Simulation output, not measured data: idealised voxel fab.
The document below concerns the process module designated voxel gate over fins.
Each square cell in cross-section cut measures 5 nm, and the section as a whole is 295 nm wide.
Cross-section layout: square cells on a grid; listed as bands, top to bottom; a band spans one or more cell rows. Basically the band line says how high the top is and how high the bottom is, in nm, and then what's in it from left to right, every material with its width in nm. Empty space shows up as "empty", and if a single material carries "edge to edge" it runs the full band edge to edge. Heads up on the height convention: 0 is the point under which the incoming wafer is all one material, and the lowest band has no bottom, it just keeps going down, like "top 0, no bottom". Per-row width for "30 to 40": begins at first number (top row of band), ends at second number (bottom row), increment between rows held constant. When a step is marked "nothing was modified", none of the cells in the cross-section changed during that step. Under "Enclosed void inventory" you'll find the enclosed gaps, the ones with no way out to the top, that are 8 cells or bigger; each reads width x height at distance, with distance counted from the left edge, everything in nm. Past the settings on a step's line: simulator remark, on that step. overlay nm: right-of-plan distance of the mask on a masked step; negative values mean left-of-plan.

[Process steps - plan]
1: RECEIVE [material Si]
2: CONFORMAL_DEP [material SiN] [thk nm 10]
3: MASKED_ETCH [tone cover] [mask id FINS] [width nm 15] [pitch nm 55] [etch materials SiN] [depth nm 10] [overlay nm 0]
4: MASKED_ETCH [tone cover] [mask id FINS] [width nm 15] [pitch nm 55] [etch materials Si] [depth nm 35] [overlay nm -15]
5: FILL_DEP [material SiO2] [thk nm 10]
6: CMP [height nm 10]
7: PATTERN [tone open] [mask id RAIL] [material resist] [width nm 15] [thk nm 15] [overlay nm 0]
8: DIRECTIONAL_ETCH [etch materials SiO2] [depth nm 40]
9: STRIP [etch materials resist]
10: CONFORMAL_DEP [material TiN] [thk nm 5]
11: FILL_DEP [material Ru] [thk nm 5]
12: CMP [height nm 10]
13: SELECTIVE_ETCH [etch materials W Ru TiN] [depth nm 30]
14: FILL_DEP [material SiO2] [thk nm 5]
15: CMP [height nm 10]
16: SELECTIVE_ETCH [etch materials SiO2] [depth nm 25]
17: STRIP [etch materials SiN]
18: CONFORMAL_DEP [material HfO2] [thk nm 5]
19: CONFORMAL_DEP [material TiN] [thk nm 5]
20: FILL_DEP [material W] [thk nm 10]
21: CMP [height nm 15]
22: CONFORMAL_DEP [material SiCN] [thk nm 10]
The overlay nm used in step 4 is not the same on every wafer, whereas the starting condition is; the value printed in the plan is the first wafer's.

[first wafer as received, after step 1]
* top 0, no bottom: Si edge to edge
* Enclosed void inventory: none

[Cross-section of the first of several wafers, taken after step 22, where the module ends]
* top 25, bottom 15: SiCN edge to edge
* top 15, bottom 10: W edge to edge
* top 10, bottom 5: W 85 nm, then TiN 50 nm, then W 5 nm, then TiN 50 nm, then W 105 nm
* top 5, bottom 0: W 85 nm, then TiN 5 nm, then HfO2 40 nm, then TiN 5 nm, then W 5 nm, then TiN 5 nm, then HfO2 40 nm, then TiN 5 nm, then W 105 nm
* top 0, bottom -5: W 85 nm, then TiN 5 nm, then HfO2 5 nm, then Si 30 nm, then HfO2 5 nm, then TiN 5 nm, then W 5 nm, then TiN 5 nm, then HfO2 5 nm, then Si 30 nm, then HfO2 5 nm, then TiN 5 nm, then W 105 nm
* top -5, bottom -10: TiN 90 nm, then HfO2 5 nm, then Si 30 nm, then HfO2 5 nm, then TiN 15 nm, then HfO2 5 nm, then Si 30 nm, then HfO2 5 nm, then TiN 110 nm
* top -10, bottom -15: HfO2 95 nm, then Si 30 nm, then HfO2 25 nm, then Si 30 nm, then HfO2 115 nm
* top -15, bottom -20: SiO2 95 nm, then Si 30 nm, then SiO2 25 nm, then Si 30 nm, then SiO2 115 nm
* top -20, bottom -25: SiO2 95 nm, then Si 30 nm, then SiO2 10 nm, then TiN 5 nm, then Ru 5 nm, then TiN 5 nm, then Si 30 nm, then SiO2 115 nm
* top -25, bottom -30: SiO2 95 nm, then Si 30 nm, then SiO2 10 nm, then TiN 15 nm, then Si 30 nm, then SiO2 115 nm
* top -30, bottom -35: SiO2 95 nm, then Si 30 nm, then SiO2 25 nm, then Si 30 nm, then SiO2 115 nm
* top -35, no bottom: Si edge to edge
* Enclosed void inventory: none

[At the end of the module, the last of several wafers in cross-section]
* top 25, bottom 15: SiCN edge to edge
* top 15, bottom 10: W edge to edge
* top 10, bottom 5: W 100 nm, then TiN 50 nm, then W 5 nm, then TiN 50 nm, then W 90 nm
* top 5, bottom 0: W 100 nm, then TiN 5 nm, then HfO2 40 nm, then TiN 5 nm, then W 5 nm, then TiN 5 nm, then HfO2 40 nm, then TiN 5 nm, then W 90 nm
* top 0, bottom -5: W 100 nm, then TiN 5 nm, then HfO2 5 nm, then Si 30 nm, then HfO2 5 nm, then TiN 5 nm, then W 5 nm, then TiN 5 nm, then HfO2 5 nm, then Si 30 nm, then HfO2 5 nm, then TiN 5 nm, then W 90 nm
* top -5, bottom -10: TiN 105 nm, then HfO2 5 nm, then Si 30 nm, then HfO2 5 nm, then TiN 15 nm, then HfO2 5 nm, then Si 30 nm, then HfO2 5 nm, then TiN 95 nm
* top -10, bottom -15: HfO2 110 nm, then Si 30 nm, then HfO2 25 nm, then Si 30 nm, then HfO2 100 nm
* top -15, bottom -20: SiO2 110 nm, then Si 30 nm, then SiO2 25 nm, then Si 30 nm, then SiO2 100 nm
* top -20, bottom -30: SiO2 110 nm, then Si 30 nm, then TiN 10 nm, then SiO2 15 nm, then Si 30 nm, then SiO2 100 nm
* top -30, bottom -35: SiO2 110 nm, then Si 30 nm, then SiO2 25 nm, then Si 30 nm, then SiO2 100 nm
* top -35, no bottom: Si edge to edge
* Enclosed void inventory: none

[Note: the following table is arranged by wafer, a row apiece. Each row reports the end-of-module state: per material, cells gained (+) or cells lost (-) compared with the wafer as received; closed voids follow]
overlay nm -15, +71 HfO2, +1 Ru, -329 Si, +118 SiCN, +182 SiO2, +76 TiN, +176 W, Enclosed void inventory: none
overlay nm -10, +71 HfO2, +1 Ru, -343 Si, +118 SiCN, +190 SiO2, +76 TiN, +182 W, Enclosed void inventory: none
overlay nm -5, +71 HfO2, +1 Ru, -357 Si, +118 SiCN, +198 SiO2, +76 TiN, +188 W, Enclosed void inventory: none
overlay nm 0, +71 HfO2, +1 Ru, -371 Si, +118 SiCN, +206 SiO2, +76 TiN, +194 W, Enclosed void inventory: none
overlay nm 5, +71 HfO2, +1 Ru, -357 Si, +118 SiCN, +198 SiO2, +76 TiN, +188 W, Enclosed void inventory: none
overlay nm 10, +71 HfO2, +1 Ru, -343 Si, +118 SiCN, +190 SiO2, +76 TiN, +182 W, Enclosed void inventory: none
overlay nm 15, +71 HfO2, -329 Si, +118 SiCN, +184 SiO2, +75 TiN, +176 W, Enclosed void inventory: none
